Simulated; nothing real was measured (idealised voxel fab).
A process module follows: voxel wiring stack.
Cross-section cut: width 140 nm, square cells of 5 nm.
Heads up, the way a cross-section reads in here is a grid of square cells, handed over as bands from the top down, with every band being one or more rows of cells. Per band: top height and bottom height in nm, followed by the left-to-right materials and their widths in nm; "all across" marks a single material spanning edge to edge, "empty" marks empty space. Height datum 0, below which the as-received substrate wafer is one material. Lowest band open at the bottom, running downward: "0..down". The expression "30..40" gives the width at the extremes of the band, the first number at its top row of cells and the second at its bottom row, with the width changing by equal amounts from each row to the next in between. Step note "nothing changed" = no cross-section cell changed. Look at "Closed-off voids" for the closed voids: empty spaces with no open path to the top, sized 8 cells or up. Each is width x height at distance, distance from the left edge, all nm. Heads up: the bit after the settings on a step's line is the simulator's remark on that step. For masked steps, "overlay nm" on the step line gives how far right of plan the mask actually lay; a minus sign means it lay to the left.
Process steps - plan
1 RECEIVE with material Si
2 CONFORMAL_DEP with material SiO2, thk nm 10
3 CONFORMAL_DEP with material SiCN, thk nm 5
4 DIRECTIONAL_DEP with material SiO2, thk nm 25
5 MASKED_ETCH with tone open, mask id METAL_1, width nm 20, pitch nm 35, etch materials SiO2, depth nm 25, overlay nm 0
6 MASKED_ETCH with tone open, mask id METAL_1, width nm 20, pitch nm 35, etch materials SiCN, depth nm 5, overlay nm 0
7 CONFORMAL_DEP with material TiN, thk nm 5
8 FILL_DEP with material W, thk nm 10
9 CMP with height nm 40
10 EPI with material Ru, thk nm 5
11 FILL_DEP with material SiCN, thk nm 5
12 DIRECTIONAL_DEP with material lowk, thk nm 10
13 PATTERN with tone open, mask id PLUG_1, material resist, width nm 15, pitch nm 70, thk nm 20, overlay nm 0
14 DIRECTIONAL_ETCH with etch materials lowk, depth nm 10
15 DIRECTIONAL_ETCH with etch materials SiCN, depth nm 5
16 STRIP with etch materials resist
17 CONFORMAL_DEP with material TiN, thk nm 5
18 FILL_DEP with material W, thk nm 5
19 CMP with height nm 60
20 DIRECTIONAL_DEP with material TiN, thk nm 5
21 DIRECTIONAL_DEP with material Ru, thk nm 20
22 MASKED_ETCH with tone cover, mask id METAL_2, width nm 20, pitch nm 35, etch materials Ru, depth nm 20, overlay nm 0
23 MASKED_ETCH with tone cover, mask id METAL_2, width nm 20, pitch nm 35, etch materials TiN, depth nm 5, overlay nm 0
24 CONFORMAL_DEP with material SiN, thk nm 5
25 FILL_DEP with material lowk, thk nm 10
26 CMP with height nm 85
27 CONFORMAL_DEP with material SiCN, thk nm 5
28 DIRECTIONAL_DEP with material SiO2, thk nm 35
29 PATTERN with tone open, mask id METAL_3, material resist, width nm 20, pitch nm 35, thk nm 15, overlay nm 0
30 DIRECTIONAL_ETCH with etch materials SiO2, depth nm 20
31 STRIP with etch materials resist
32 PATTERN with tone open, mask id METAL_3_HOLES, material resist, width nm 15, pitch nm 35, thk nm 15, overlay nm 0
33 DIRECTIONAL_ETCH with etch materials SiO2, depth nm 15
34 DIRECTIONAL_ETCH with etch materials SiCN, depth nm 5
35 STRIP with etch materials resist
36 CONFORMAL_DEP with material TiN, thk nm 5
37 FILL_DEP with material Cu, thk nm 10
38 CMP with height nm 125
39 CONFORMAL_DEP with material SiN, thk nm 5
The value of thk nm given for step 36 in the plan refers to the first wafer; the wafers vary in this setting and are alike at the start.
First of several wafers, received after step 1, in cross-section
- 0..down = Si all across
- Closed-off voids: none
Cross-section after step 39, the final step of the module, for the first of several wafers
- 130..125 = SiN all across
- 125..110 = 25 SiO2 | 5 TiN | 10 Cu | 5 TiN | 15 SiO2 | 5 TiN | 10 Cu | 5 TiN | 15 SiO2 | 5 TiN | 10 Cu | 5 TiN | 25 SiO2
- 110..105 = 25 SiO2 | 5 TiN | 5 Cu | 10 TiN | 15 SiO2 | 5 TiN | 5 Cu | 10 TiN | 15 SiO2 | 5 TiN | 5 Cu | 10 TiN | 25 SiO2
- 105..90 = 25 SiO2 | 5 TiN | 5 Cu | 5 TiN | 20 SiO2 | 5 TiN | 5 Cu | 5 TiN | 20 SiO2 | 5 TiN | 5 Cu | 5 TiN | 30 SiO2
- 90..85 = 25 SiCN | 15 TiN | 20 SiCN | 15 TiN | 20 SiCN | 15 TiN | 30 SiCN
- 85..65 = 20 lowk | 5 SiN | 20 Ru | 5 SiN | 5 lowk | 5 SiN | 20 Ru | 5 SiN | 5 lowk | 5 SiN | 20 Ru | 5 SiN | 20 lowk
- 65..60 = 25 SiN | 20 TiN | 15 SiN | 20 TiN | 15 SiN | 20 TiN | 25 SiN
- 60..50 = 25 lowk | 5 TiN | 5 W | 5 TiN | 55 lowk | 5 TiN | 5 W | 5 TiN | 30 lowk
- 50..45 = 25 SiCN | 15 TiN | 55 SiCN | 15 TiN | 30 SiCN
- 45..40 = 20 SiCN | 30 Ru | 5 SiCN | 30 Ru | 5 SiCN | 30 Ru | 20 SiCN
- 40..15 = 25 SiO2 | 5 TiN | 10 W | 5 TiN | 15 SiO2 | 5 TiN | 10 W | 5 TiN | 15 SiO2 | 5 TiN | 10 W | 5 TiN | 25 SiO2
- 15..10 = 25 SiCN | 20 TiN | 15 SiCN | 20 TiN | 15 SiCN | 20 TiN | 25 SiCN
- 10..0 = SiO2 all across
- 0..down = Si all across
- Closed-off voids: none
Cross-sectional depiction of the last of several wafers upon completion of the module
- 130..125 = SiN all across
- 125..105 = 25 SiO2 | 20 TiN | 15 SiO2 | 20 TiN | 15 SiO2 | 20 TiN | 25 SiO2
- 105..90 = 25 SiO2 | 15 TiN | 20 SiO2 | 15 TiN | 20 SiO2 | 15 TiN | 30 SiO2
- 90..85 = 25 SiCN | 15 TiN | 20 SiCN | 15 TiN | 20 SiCN | 15 TiN | 30 SiCN
- 85..65 = 20 lowk | 5 SiN | 20 Ru | 5 SiN | 5 lowk | 5 SiN | 20 Ru | 5 SiN | 5 lowk | 5 SiN | 20 Ru | 5 SiN | 20 lowk
- 65..60 = 25 SiN | 20 TiN | 15 SiN | 20 TiN | 15 SiN | 20 TiN | 25 SiN
- 60..50 = 25 lowk | 5 TiN | 5 W | 5 TiN | 55 lowk | 5 TiN | 5 W | 5 TiN | 30 lowk
- 50..45 = 25 SiCN | 15 TiN | 55 SiCN | 15 TiN | 30 SiCN
- 45..40 = 20 SiCN | 30 Ru | 5 SiCN | 30 Ru | 5 SiCN | 30 Ru | 20 SiCN
- 40..15 = 25 SiO2 | 5 TiN | 10 W | 5 TiN | 15 SiO2 | 5 TiN | 10 W | 5 TiN | 15 SiO2 | 5 TiN | 10 W | 5 TiN | 25 SiO2
- 15..10 = 25 SiCN | 20 TiN | 15 SiCN | 20 TiN | 15 SiCN | 20 TiN | 25 SiCN
- 10..0 = SiO2 all across
- 0..down = Si all across
- Closed-off voids: none
Heads up, this table goes wafer by wafer. A row tells you, at the end of the module, how many cells of each material that wafer has put on (+) or dropped (-) since it was received, and then its closed voids
thk nm 5, +30 Cu, +66 Ru, +67 SiCN, +68 SiN, +257 SiO2, +122 TiN, +34 W, +84 lowk, Closed-off voids: none
thk nm 10, +66 Ru, +67 SiCN, +68 SiN, +257 SiO2, +152 TiN, +34 W, +84 lowk, Closed-off voids: none
thk nm 15, +66 Ru, +67 SiCN, +68 SiN, +257 SiO2, +152 TiN, +34 W, +84 lowk, Closed-off voids: none
thk nm 20, +66 Ru, +67 SiCN, +68 SiN, +257 SiO2, +152 TiN, +34 W, +84 lowk, Closed-off voids: none
